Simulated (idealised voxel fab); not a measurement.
Module name: voxel self aligned vias (process module)
Square cell edge 5 nm, section width 185 nm, ID cut.
Cross-section, as written here: a square-cell grid given band by band from the top down, where a band holds one or more rows of cells.
Quick guide to a band line: top height, bottom height (nm) up front; then every material left to right with its width in nm. Only one material and it's marked "throughout"? Then it fills the band edge to edge. And "air" just means empty space.
Convention: height 0 is the level below which the wafer, as received, is all one material. The lowest band does not terminate at the bottom but continues downward, represented as "0 down".
Read "30..40" as a graded width: first number on top, second number at the bottom, same change between each pair of neighbouring rows.
Any step labelled "no modifications" changed none of the cells in the cross-section.
In the "Closed cavity list" entry, you get each enclosed empty space of 8 cells or more, one with no open way to the top, written width x height at distance, distance from the left edge, in nm.
Formally, on a step line, whatever follows the settings is a remark that the simulator itself makes on the step.
"overlay nm" denotes, for a step that has a mask, the displacement of the mask to the right of its planned place, with negative values corresponding to the left.

List of planned process steps
1,RECEIVE,material Si
2,CONFORMAL_DEP,material SiO2,thk nm 10
3,CONFORMAL_DEP,material SiCN,thk nm 5
4,DIRECTIONAL_DEP,material SiO2,thk nm 25
5,MASKED_ETCH,tone open,mask id LINES,width nm 20,pitch nm 70,etch materials SiO2,depth nm 25,overlay nm 0
6,CONFORMAL_DEP,material TiN,thk nm 5
7,FILL_DEP,material Ru,thk nm 10
8,CMP,height nm 40
9,SELECTIVE_ETCH,etch materials W Ru TiN,depth nm 10
10,FILL_DEP,material SiN,thk nm 10
11,CMP,height nm 40
12,DIRECTIONAL_DEP,material SiO2,thk nm 15
13,DIRECTIONAL_DEP,material aC,thk nm 10
14,PATTERN,tone open,mask id VIAS,material resist,width nm 40,pitch nm 70,thk nm 25,overlay nm 0
15,DIRECTIONAL_ETCH,etch materials aC,depth nm 10
16,STRIP,etch materials resist
17,DIRECTIONAL_ETCH,etch materials SiO2,depth nm 15
18,DIRECTIONAL_ETCH,etch materials SiN,depth nm 10
19,STRIP,etch materials aC
20,CONFORMAL_DEP,material TiN,thk nm 5
21,FILL_DEP,material Ru,thk nm 5
22,CMP,height nm 55
23,CONFORMAL_DEP,material SiN,thk nm 5

Of two wafers, the first: run according to plan

Cross-section of the wafer as it came to us, i.e., already through step 1
	0 down = Si throughout
	Closed cavity list: none

Wafer xsec, post step 2
	10 to 0 = SiO2 throughout
	For the remainder of the cross-section, below 0, there is no change.

Wafer xsec, post step 3
	15 to 10 = SiCN throughout
	For the remainder of the cross-section, below 10, there is no change.

Wafer xsec, post step 4
	40 to 15 = SiO2 throughout
	For the remainder of the cross-section, below 15, there is no change.

Wafer xsec, post step 5
	40 to 15 = SiO2 45, then air 20, then SiO2 50, then air 20, then SiO2 50
	For the remainder of the cross-section, below 15, there is no change.

Wafer xsec, post step 6
	45 to 40 = TiN 50, then air 10, then TiN 60, then air 10, then TiN 55
	40 to 20 = SiO2 45, then TiN 5, then air 10, then TiN 5, then SiO2 50, then TiN 5, then air 10, then TiN 5, then SiO2 50
	20 to 15 = SiO2 45, then TiN 20, then SiO2 50, then TiN 20, then SiO2 50
	For the remainder of the cross-section, below 15, there is no change.

Wafer xsec, post step 7
	55 to 45 = Ru throughout
	45 to 40 = TiN 50, then Ru 10, then TiN 60, then Ru 10, then TiN 55
	40 to 20 = SiO2 45, then TiN 5, then Ru 10, then TiN 5, then SiO2 50, then TiN 5, then Ru 10, then TiN 5, then SiO2 50
	For the remainder of the cross-section, below 20, there is no change.

Wafer xsec, post step 8
	40 to 20 = SiO2 45, then TiN 5, then Ru 10, then TiN 5, then SiO2 50, then TiN 5, then Ru 10, then TiN 5, then SiO2 50
	For the remainder of the cross-section, below 20, there is no change.

Wafer xsec, post step 9
	40 to 30 = SiO2 45, then air 20, then SiO2 50, then air 20, then SiO2 50
	For the remainder of the cross-section, below 30, there is no change.

Wafer xsec, post step 10
	50 to 40 = SiN throughout
	40 to 30 = SiO2 45, then SiN 20, then SiO2 50, then SiN 20, then SiO2 50
	For the remainder of the cross-section, below 30, there is no change.

Wafer xsec, post step 11
	40 to 30 = SiO2 45, then SiN 20, then SiO2 50, then SiN 20, then SiO2 50
	For the remainder of the cross-section, below 30, there is no change.

Wafer xsec, post step 12
	55 to 40 = SiO2 throughout
	For the remainder of the cross-section, below 40, there is no change.

Wafer xsec, post step 13
	65 to 55 = aC throughout
	For the remainder of the cross-section, below 55, there is no change.

Wafer xsec, post step 14
	90 to 65 = resist 35, then air 40, then resist 30, then air 40, then resist 40
	For the remainder of the cross-section, below 65, there is no change.

Wafer xsec, post step 15
	80 to 65 = resist 35, then air 40, then resist 30, then air 40, then resist 40
	65 to 55 = aC 35, then air 40, then aC 30, then air 40, then aC 40
	For the remainder of the cross-section, below 55, there is no change.

Wafer xsec, post step 16
	65 to 55 = aC 35, then air 40, then aC 30, then air 40, then aC 40
	For the remainder of the cross-section, below 55, there is no change.

Wafer xsec, post step 17
	65 to 55 = aC 35, then air 40, then aC 30, then air 40, then aC 40
	55 to 40 = SiO2 35, then air 40, then SiO2 30, then air 40, then SiO2 40
	For the remainder of the cross-section, below 40, there is no change.

Wafer xsec, post step 18
	65 to 55 = aC 35, then air 40, then aC 30, then air 40, then aC 40
	55 to 40 = SiO2 35, then air 40, then SiO2 30, then air 40, then SiO2 40
	40 to 30 = SiO2 45, then air 20, then SiO2 50, then air 20, then SiO2 50
	For the remainder of the cross-section, below 30, there is no change.

Wafer xsec, post step 19
	55 to 40 = SiO2 35, then air 40, then SiO2 30, then air 40, then SiO2 40
	For the remainder of the cross-section, below 40, there is no change.

Wafer xsec, post step 20
	60 to 55 = TiN 40, then air 30, then TiN 40, then air 30, then TiN 45
	55 to 45 = SiO2 35, then TiN 5, then air 30, then TiN 5, then SiO2 30, then TiN 5, then air 30, then TiN 5, then SiO2 40
	45 to 35 = SiO2 35..45, then TiN 15..5, then air 10, then TiN 15..5, then SiO2 30..50, then TiN 15..5, then air 10, then TiN 15..5, then SiO2 40..50
	35 to 30 = SiO2 45, then TiN 20, then SiO2 50, then TiN 20, then SiO2 50
	For the remainder of the cross-section, below 30, there is no change.

Wafer xsec, post step 21
	65 to 60 = Ru throughout
	60 to 55 = TiN 40, then Ru 30, then TiN 40, then Ru 30, then TiN 45
	55 to 45 = SiO2 35, then TiN 5, then Ru 30, then TiN 5, then SiO2 30, then TiN 5, then Ru 30, then TiN 5, then SiO2 40
	45 to 35 = SiO2 35..45, then TiN 15..5, then Ru 10, then TiN 15..5, then SiO2 30..50, then TiN 15..5, then Ru 10, then TiN 15..5, then SiO2 40..50
	For the remainder of the cross-section, below 35, there is no change.

Wafer xsec, post step 22
	55 to 45 = SiO2 35, then TiN 5, then Ru 30, then TiN 5, then SiO2 30, then TiN 5, then Ru 30, then TiN 5, then SiO2 40
	For the remainder of the cross-section, below 45, there is no change.

Wafer xsec, post step 23
	60 to 55 = SiN throughout
	For the remainder of the cross-section, below 55, there is no change.

Wafer two. Same start, same plan, one slip in execution. Same as wafer one through step 2, inclusive

when step 3 should have ended: no modifications

When step 4 should have ended
	35 to 0 = SiO2 throughout
	For the remainder of the cross-section, below 0, there is no change.

When step 5 should have ended
	35 to 10 = SiO2 45, then air 20, then SiO2 50, then air 20, then SiO2 50
	For the remainder of the cross-section, below 10, there is no change.

When step 6 should have ended
	40 to 35 = TiN 50, then air 10, then TiN 60, then air 10, then TiN 55
	35 to 15 = SiO2 45, then TiN 5, then air 10, then TiN 5, then SiO2 50, then TiN 5, then air 10, then TiN 5, then SiO2 50
	15 to 10 = SiO2 45, then TiN 20, then SiO2 50, then TiN 20, then SiO2 50
	For the remainder of the cross-section, below 10, there is no change.

When step 7 should have ended
	50 to 40 = Ru throughout
	40 to 35 = TiN 50, then Ru 10, then TiN 60, then Ru 10, then TiN 55
	35 to 15 = SiO2 45, then TiN 5, then Ru 10, then TiN 5, then SiO2 50, then TiN 5, then Ru 10, then TiN 5, then SiO2 50
	For the remainder of the cross-section, below 15, there is no change.

When step 8 should have ended
	40 to 35 = TiN 50, then Ru 10, then TiN 60, then Ru 10, then TiN 55
	For the remainder of the cross-section, below 35, there is no change.

When step 9 should have ended
	35 to 30 = SiO2 45, then air 20, then SiO2 50, then air 20, then SiO2 50
	For the remainder of the cross-section, below 30, there is no change.

When step 10 should have ended
	45 to 35 = SiN throughout
	35 to 30 = SiO2 45, then SiN 20, then SiO2 50, then SiN 20, then SiO2 50
	For the remainder of the cross-section, below 30, there is no change.

When step 11 should have ended
	40 to 35 = SiN throughout
	For the remainder of the cross-section, below 35, there is no change.

When step 12 should have ended
	55 to 40 = SiO2 throughout
	For the remainder of the cross-section, below 40, there is no change.

When step 13 should have ended
	65 to 55 = aC throughout
	For the remainder of the cross-section, below 55, there is no change.

When step 14 should have ended
	90 to 65 = resist 35, then air 40, then resist 30, then air 40, then resist 40
	For the remainder of the cross-section, below 65, there is no change.

When step 15 should have ended
	80 to 65 = resist 35, then air 40, then resist 30, then air 40, then resist 40
	65 to 55 = aC 35, then air 40, then aC 30, then air 40, then aC 40
	For the remainder of the cross-section, below 55, there is no change.

When step 16 should have ended
	65 to 55 = aC 35, then air 40, then aC 30, then air 40, then aC 40
	For the remainder of the cross-section, below 55, there is no change.

When step 17 should have ended
	65 to 55 = aC 35, then air 40, then aC 30, then air 40, then aC 40
	55 to 40 = SiO2 35, then air 40, then SiO2 30, then air 40, then SiO2 40
	For the remainder of the cross-section, below 40, there is no change.

When step 18 should have ended
	65 to 55 = aC 35, then air 40, then aC 30, then air 40, then aC 40
	55 to 40 = SiO2 35, then air 40, then SiO2 30, then air 40, then SiO2 40
	40 to 35 = SiN 35, then air 40, then SiN 30, then air 40, then SiN 40
	35 to 30 = SiO2 45, then air 20, then SiO2 50, then air 20, then SiO2 50
	For the remainder of the cross-section, below 30, there is no change.

When step 19 should have ended
	55 to 40 = SiO2 35, then air 40, then SiO2 30, then air 40, then SiO2 40
	For the remainder of the cross-section, below 40, there is no change.

When step 20 should have ended
	60 to 55 = TiN 40, then air 30, then TiN 40, then air 30, then TiN 45
	55 to 40 = SiO2 35, then TiN 5, then air 30, then TiN 5, then SiO2 30, then TiN 5, then air 30, then TiN 5, then SiO2 40
	40 to 35 = SiN 35, then TiN 15, then air 10, then TiN 15, then SiN 30, then TiN 15, then air 10, then TiN 15, then SiN 40
	35 to 30 = SiO2 45, then TiN 20, then SiO2 50, then TiN 20, then SiO2 50
	For the remainder of the cross-section, below 30, there is no change.

When step 21 should have ended
	65 to 60 = Ru throughout
	60 to 55 = TiN 40, then Ru 30, then TiN 40, then Ru 30, then TiN 45
	55 to 40 = SiO2 35, then TiN 5, then Ru 30, then TiN 5, then SiO2 30, then TiN 5, then Ru 30, then TiN 5, then SiO2 40
	40 to 35 = SiN 35, then TiN 15, then Ru 10, then TiN 15, then SiN 30, then TiN 15, then Ru 10, then TiN 15, then SiN 40
	For the remainder of the cross-section, below 35, there is no change.

When step 22 should have ended
	55 to 40 = SiO2 35, then TiN 5, then Ru 30, then TiN 5, then SiO2 30, then TiN 5, then Ru 30, then TiN 5, then SiO2 40
	For the remainder of the cross-section, below 40, there is no change.

When step 23 should have ended
	60 to 55 = SiN throughout
	For the remainder of the cross-section, below 55, there is no change.
Misprocessing identified: step 3 of the plan was jumped over and never run
Wafer comparison, final, in cells, second relative to first, materials more or fewer: 12 more of Ru; 37 fewer of SiCN; 21 more of SiN; 4 more of TiN
